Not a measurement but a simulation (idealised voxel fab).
process module | voxel tone inversion
cross-section cut | 275 nm wide | cells 5 nm
A cross-section is a grid of square cells, given in bands from the top down. A band is one or more rows of cells.
Each band's line starts with the height of the band's top and of its bottom, in nm. Then come its materials from left to right, each with its width in nm. One material with "throughout" fills the band from edge to edge. "air" is empty space.
Height 0 is the level under which the wafer as received is all one material. The lowest band goes on downwards, as in "0 down".
A width such as "30 to 40" changes by the same amount from each row of cells to the next, from the band's top row to its bottom row.
"no change" after a step means that no cell of the cross-section changed.
closed voids: empty space of 8 cells or more with no open way to the top, each as width x height at its distance from the left edge, in nm
after a step's settings: what the simulator itself notes on the step
overlay nm, on a step with a mask: how far to the right of its planned place the mask lay; to the left if negative
plan
1 op RECEIVE | material Si
2 op CONFORMAL_DEP | material SiN | thk nm 5
3 op DIRECTIONAL_DEP | material polySi | thk nm 20
4 op PATTERN | tone cover | mask id POSTS | material resist | width nm 15 | pitch nm 40 | thk nm 25 | overlay nm 0
5 op DIRECTIONAL_ETCH | etch materials polySi | depth nm 20
6 op STRIP | etch materials resist
7 op FILL_DEP | material lowk | thk nm 5
8 op CMP | height nm 25
9 op STRIP | etch materials polySi
10 op CONFORMAL_DEP | material TiN | thk nm 5
11 op FILL_DEP | material Ru | thk nm 10
12 op CMP | height nm 25
13 op CONFORMAL_DEP | material SiCN | thk nm 5
as received, after step 1
  0 down: Si throughout
  closed voids: none
first wafer at the end, as planned
  30 to 25: SiCN throughout
  25 to 10: lowk 70 | TiN 5 | Ru 5 | TiN 5 | lowk 25 | TiN 5 | Ru 5 | TiN 5 | lowk 25 | TiN 5 | Ru 5 | TiN 5 | lowk 25 | TiN 5 | Ru 5 | TiN 5 | lowk 70
  10 to 5: lowk 70 | TiN 15 | lowk 25 | TiN 15 | lowk 25 | TiN 15 | lowk 25 | TiN 15 | lowk 70
  5 to 0: SiN throughout
  0 down: Si throughout
  closed voids: none
second wafer at the end: like start, like plan, one mistake
  30 to 25: SiCN throughout
  25 to 20: SiN throughout
  20 to 0: polySi throughout
  0 down: Si throughout
  closed voids: none
what went wrong: steps 2 and 3 were swapped
at the end the second wafer has, in cells: 12 fewer of Ru | 36 fewer of TiN | 172 fewer of lowk | 220 more of polySi
